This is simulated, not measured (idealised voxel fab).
process module | voxel wiring stack
cross-section cut | 210 nm wide | cells 5 nm
A cross-section is a grid of square cells, given in bands from the top down. A band is one or more rows of cells.
Each band's line starts with the height of the band's top and of its bottom, in nm. Then come its materials from left to right, each with its width in nm. One material with "throughout" fills the band from edge to edge. "air" is empty space.
Height 0 is the level under which the wafer as received is all one material. The lowest band goes on downwards, as in "0 down".
A width such as "30 to 40" changes by the same amount from each row of cells to the next, from the band's top row to its bottom row.
"no change" after a step means that no cell of the cross-section changed.
closed voids: empty space of 8 cells or more with no open way to the top, each as width x height at its distance from the left edge, in nm
after a step's settings: what the simulator itself notes on the step
overlay nm, on a step with a mask: how far to the right of its planned place the mask lay; to the left if negative
plan
1 op RECEIVE | material Si
2 op CONFORMAL_DEP | material SiO2 | thk nm 15
3 op CONFORMAL_DEP | material SiCN | thk nm 5
4 op DIRECTIONAL_DEP | material SiO2 | thk nm 25
5 op PATTERN | tone open | mask id METAL_1 | material resist | width nm 20 | pitch nm 35 | thk nm 20 | overlay nm 0
6 op DIRECTIONAL_ETCH | etch materials SiO2 | depth nm 25
7 op DIRECTIONAL_ETCH | etch materials SiCN | depth nm 5
8 op STRIP | etch materials resist
9 op CONFORMAL_DEP | material TiN | thk nm 5
10 op FILL_DEP | material Cu | thk nm 5
11 op CMP | height nm 45
12 op CONFORMAL_DEP | material SiCN | thk nm 5
13 op DIRECTIONAL_DEP | material SiO2 | thk nm 30
14 op DIRECTIONAL_DEP | material aC | thk nm 10
15 op PATTERN | tone open | mask id METAL_2_HOLES | material resist | width nm 15 | pitch nm 35 | thk nm 25 | overlay nm 0
16 op DIRECTIONAL_ETCH | etch materials aC | depth nm 10
17 op STRIP | etch materials resist
18 op DIRECTIONAL_ETCH | etch materials SiO2 | depth nm 30
19 op STRIP | etch materials aC
20 op DIRECTIONAL_DEP | material aC | thk nm 15
21 op PATTERN | tone open | mask id METAL_2 | material resist | width nm 20 | pitch nm 35 | thk nm 30 | overlay nm 0
22 op DIRECTIONAL_ETCH | etch materials aC | depth nm 15
23 op STRIP | etch materials resist
24 op DIRECTIONAL_ETCH | etch materials SiO2 | depth nm 20
25 op DIRECTIONAL_ETCH | etch materials SiCN | depth nm 5
26 op STRIP | etch materials aC
27 op CONFORMAL_DEP | material TiN | thk nm 5
28 op FILL_DEP | material Cu | thk nm 10
29 op CMP | height nm 80
30 op CONFORMAL_DEP | material SiCN | thk nm 5
31 op DIRECTIONAL_DEP | material SiO2 | thk nm 30
32 op MASKED_ETCH | tone open | mask id METAL_3_HOLES | width nm 15 | pitch nm 70 | etch materials SiO2 | depth nm 30 | overlay nm 0
33 op DIRECTIONAL_DEP | material aC | thk nm 15
34 op PATTERN | tone open | mask id METAL_3 | material resist | width nm 20 | pitch nm 35 | thk nm 35 | overlay nm 0
35 op DIRECTIONAL_ETCH | etch materials aC | depth nm 15
36 op STRIP | etch materials resist
37 op DIRECTIONAL_ETCH | etch materials SiO2 | depth nm 20
38 op DIRECTIONAL_ETCH | etch materials SiCN | depth nm 5
39 op STRIP | etch materials aC
40 op CONFORMAL_DEP | material TiN | thk nm 5
41 op FILL_DEP | material Cu | thk nm 5
42 op CMP | height nm 115
43 op CONFORMAL_DEP | material SiCN | thk nm 5
varied across the wafers: thk nm of step 27. The plan shows the first wafer's value. All wafers start alike
first wafer as received, after step 1
  0 down: Si throughout
  closed voids: none
each wafer at the end: cells of each material gained (+) or lost (-) since it was received, then its closed voids
thk nm 5 | +106 Cu | +134 SiCN | +596 SiO2 | +172 TiN | closed voids: none
thk nm 10 | +70 Cu | +134 SiCN | +596 SiO2 | +208 TiN | closed voids: none
thk nm 15 | +70 Cu | +134 SiCN | +596 SiO2 | +208 TiN | closed voids: none
thk nm 20 | +70 Cu | +134 SiCN | +596 SiO2 | +208 TiN | closed voids: none
